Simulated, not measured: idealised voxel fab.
process module | voxel transistor to metal
cross-section cut | 290 nm wide | cells 5 nm
A cross-section is a grid of square cells, given in bands from the top down. A band is one or more rows of cells.
Each band's line starts with the height of the band's top and of its bottom, in nm. Then come its materials from left to right, each with its width in nm. One material with "throughout" fills the band from edge to edge. "air" is empty space.
Height 0 is the level under which the wafer as received is all one material. The lowest band goes on downwards, as in "0 down".
A width such as "30 to 40" changes by the same amount from each row of cells to the next, from the band's top row to its bottom row.
"no change" after a step means that no cell of the cross-section changed.
closed voids: empty space of 8 cells or more with no open way to the top, each as width x height at its distance from the left edge, in nm
after a step's settings: what the simulator itself notes on the step
overlay nm, on a step with a mask: how far to the right of its planned place the mask lay; to the left if negative
plan
1 op RECEIVE | material Si
2 op CONFORMAL_DEP | material SiO2 | thk nm 5
3 op CONFORMAL_DEP | material SiN | thk nm 10
4 op PATTERN | tone cover | mask id ACTIVE | material resist | width nm 105 | pitch nm 130 | thk nm 15 | overlay nm 0
5 op DIRECTIONAL_ETCH | etch materials SiN | depth nm 10
6 op DIRECTIONAL_ETCH | etch materials SiO2 | depth nm 5
7 op DIRECTIONAL_ETCH | etch materials Si | depth nm 20
8 op STRIP | etch materials resist
9 op FILL_DEP | material SiO2 | thk nm 10
10 op CMP | height nm 15
11 op SELECTIVE_ETCH | etch materials SiO2 | depth nm 10
12 op STRIP | etch materials SiN
13 op SELECTIVE_ETCH | etch materials SiO2 | depth nm 5
14 op OXIDIZE | depth nm 5
15 op DIRECTIONAL_DEP | material polySi | thk nm 20
16 op DIRECTIONAL_DEP | material SiCN | thk nm 15
17 op DIRECTIONAL_DEP | material aC | thk nm 10
18 op PATTERN | tone cover | mask id GATE | material resist | width nm 25 | pitch nm 130 | thk nm 30 | overlay nm 0
19 op DIRECTIONAL_ETCH | etch materials aC | depth nm 10
20 op STRIP | etch materials resist
21 op DIRECTIONAL_ETCH | etch materials SiCN | depth nm 25
22 op DIRECTIONAL_ETCH | etch materials polySi | depth nm 30
23 op STRIP | etch materials aC
24 op CONFORMAL_DEP | material SiO2 | thk nm 5
25 op DIRECTIONAL_ETCH | etch materials SiO2 | depth nm 5
26 op CONFORMAL_DEP | material SiN | thk nm 5
27 op DIRECTIONAL_ETCH | etch materials SiN | depth nm 5
28 op DIRECTIONAL_ETCH | etch materials SiO2 | depth nm 5
29 op EPI | material SiGe | thk nm 5
30 op FILL_DEP | material SiO2 | thk nm 10
31 op CMP | height nm 20
32 op STRIP | etch materials polySi
33 op SELECTIVE_ETCH | etch materials SiO2 | depth nm 5
34 op CONFORMAL_DEP | material HfO2 | thk nm 5
35 op CONFORMAL_DEP | material TiN | thk nm 5
36 op FILL_DEP | material W | thk nm 10
37 op CMP | height nm 15
38 op DIRECTIONAL_DEP | material SiO2 | thk nm 10
39 op DIRECTIONAL_DEP | material aC | thk nm 15
40 op PATTERN | tone open | mask id CONTACT | material resist | width nm 15 | thk nm 30 | overlay nm 0
41 op DIRECTIONAL_ETCH | etch materials aC | depth nm 15
42 op STRIP | etch materials resist
43 op DIRECTIONAL_ETCH | etch materials SiO2 | depth nm 25
44 op STRIP | etch materials aC
45 op CONFORMAL_DEP | material TiN | thk nm 5
46 op FILL_DEP | material Ru | thk nm 10
47 op CMP | height nm 25
48 op CONFORMAL_DEP | material SiN | thk nm 5
49 op DIRECTIONAL_DEP | material SiO2 | thk nm 20
50 op MASKED_ETCH | tone open | mask id METAL_1 | width nm 15 | etch materials SiO2 | depth nm 20 | overlay nm 0
51 op MASKED_ETCH | tone open | mask id METAL_1 | width nm 15 | etch materials SiN | depth nm 5 | overlay nm 0
52 op CONFORMAL_DEP | material TiN | thk nm 5
53 op FILL_DEP | material Cu | thk nm 10
54 op CMP | height nm 50
55 op CONFORMAL_DEP | material SiCN | thk nm 5
56 op DIRECTIONAL_DEP | material lowk | thk nm 25
57 op MASKED_ETCH | tone open | mask id METAL_2 | width nm 15 | pitch nm 130 | etch materials lowk | depth nm 15 | overlay nm 0
58 op MASKED_ETCH | tone open | mask id METAL_2_HOLES | width nm 15 | pitch nm 130 | etch materials lowk | depth nm 10 | overlay nm 0
59 op MASKED_ETCH | tone open | mask id METAL_2_HOLES | width nm 15 | pitch nm 130 | etch materials SiCN | depth nm 5 | overlay nm 0
60 op CONFORMAL_DEP | material TiN | thk nm 5
61 op FILL_DEP | material Cu | thk nm 10
62 op CMP | height nm 80
63 op CONFORMAL_DEP | material SiCN | thk nm 5
as received, after step 1
  0 down: Si throughout
  closed voids: none
first wafer at the end, as planned
  85 to 80: SiCN throughout
  80 to 55: lowk 35 | TiN 5 | Cu 5 | TiN 5 | lowk 115 | TiN 5 | Cu 5 | TiN 5 | lowk 110
  55 to 50: SiCN 35 | TiN 15 | SiCN 115 | TiN 15 | SiCN 110
  50 to 30: SiO2 35 | TiN 5 | Cu 5 | TiN 5 | SiO2 55 | TiN 5 | Cu 5 | TiN 5 | SiO2 45 | TiN 5 | Cu 5 | TiN 5 | SiO2 55 | TiN 5 | Cu 5 | TiN 5 | SiO2 40
  30 to 25: SiN 35 | TiN 15 | SiN 55 | TiN 15 | SiN 45 | TiN 15 | SiN 55 | TiN 15 | SiN 40
  25 to 15: SiO2 35 | TiN 5 | Ru 5 | TiN 5 | SiO2 55 | TiN 5 | Ru 5 | TiN 5 | SiO2 45 | TiN 5 | Ru 5 | TiN 5 | SiO2 55 | TiN 5 | Ru 5 | TiN 5 | SiO2 40
  15 to 5: SiO2 35 | TiN 5 | Ru 5 | TiN 5 | SiO2 5 | SiN 5 | HfO2 5 | TiN 5 | W 15 | TiN 5 | HfO2 5 | SiN 5 | SiO2 5 | TiN 5 | Ru 5 | TiN 5 | SiO2 45 | TiN 5 | Ru 5 | TiN 5 | SiO2 5 | SiN 5 | HfO2 5 | TiN 5 | W 15 | TiN 5 | HfO2 5 | SiN 5 | SiO2 5 | TiN 5 | Ru 5 | TiN 5 | SiO2 40
  5 to 0: SiO2 35 | TiN 15 | SiO2 5 | SiN 5 | HfO2 5 | TiN 25 | HfO2 5 | SiN 5 | SiO2 5 | TiN 15 | SiO2 45 | TiN 15 | SiO2 5 | SiN 5 | HfO2 5 | TiN 25 | HfO2 5 | SiN 5 | SiO2 5 | TiN 15 | SiO2 40
  0 to -5: SiO2 20 | SiGe 35 | SiO2 5 | HfO2 35 | SiO2 5 | SiGe 35 | SiO2 15 | SiGe 35 | SiO2 5 | HfO2 35 | SiO2 5 | SiGe 35 | SiO2 25
  -5 to -20: SiO2 25 | Si 105 | SiO2 25 | Si 105 | SiO2 30
  -20 down: Si throughout
  closed voids: none
second wafer at the end: like start, like plan, one mistake
  85 to 80: SiCN throughout
  80 to 55: lowk 35 | TiN 5 | Cu 5 | TiN 5 | lowk 115 | TiN 5 | Cu 5 | TiN 5 | lowk 110
  55 to 50: SiCN 35 | TiN 15 | SiCN 115 | TiN 15 | SiCN 110
  50 to 35: SiO2 35 | TiN 5 | Cu 10 | TiN 5 | SiO2 50 | TiN 5 | Cu 10 | TiN 5 | SiO2 40 | TiN 5 | Cu 10 | TiN 5 | SiO2 50 | TiN 5 | Cu 10 | TiN 5 | SiO2 35
  35 to 30: SiO2 35 | TiN 5 | Cu 5 | TiN 10 | SiO2 50 | TiN 5 | Cu 5 | TiN 10 | SiO2 40 | TiN 5 | Cu 5 | TiN 10 | SiO2 50 | TiN 5 | Cu 5 | TiN 10 | SiO2 35
  30 to 25: SiN 35 | TiN 15 | SiN 55 | TiN 15 | SiN 45 | TiN 15 | SiN 55 | TiN 15 | SiN 40
  25 to 15: SiO2 35 | TiN 5 | Ru 5 | TiN 5 | SiO2 55 | TiN 5 | Ru 5 | TiN 5 | SiO2 45 | TiN 5 | Ru 5 | TiN 5 | SiO2 55 | TiN 5 | Ru 5 | TiN 5 | SiO2 40
  15 to 5: SiO2 35 | TiN 5 | Ru 5 | TiN 5 | SiO2 5 | SiN 5 | HfO2 5 | TiN 5 | W 15 | TiN 5 | HfO2 5 | SiN 5 | SiO2 5 | TiN 5 | Ru 5 | TiN 5 | SiO2 45 | TiN 5 | Ru 5 | TiN 5 | SiO2 5 | SiN 5 | HfO2 5 | TiN 5 | W 15 | TiN 5 | HfO2 5 | SiN 5 | SiO2 5 | TiN 5 | Ru 5 | TiN 5 | SiO2 40
  5 to 0: SiO2 35 | TiN 15 | SiO2 5 | SiN 5 | HfO2 5 | TiN 25 | HfO2 5 | SiN 5 | SiO2 5 | TiN 15 | SiO2 45 | TiN 15 | SiO2 5 | SiN 5 | HfO2 5 | TiN 25 | HfO2 5 | SiN 5 | SiO2 5 | TiN 15 | SiO2 40
  0 to -5: SiO2 20 | SiGe 35 | SiO2 5 | HfO2 35 | SiO2 5 | SiGe 35 | SiO2 15 | SiGe 35 | SiO2 5 | HfO2 35 | SiO2 5 | SiGe 35 | SiO2 25
  -5 to -20: SiO2 25 | Si 105 | SiO2 25 | Si 105 | SiO2 30
  -20 down: Si throughout
  closed voids: none
what went wrong: step 50 ran as: op MASKED_ETCH | tone open | mask id METAL_1 | width nm 20 | etch materials SiO2 | depth nm 20 | overlay nm 0
at the end the second wafer has, in cells: 12 more of Cu | 16 fewer of SiO2 | 4 more of TiN
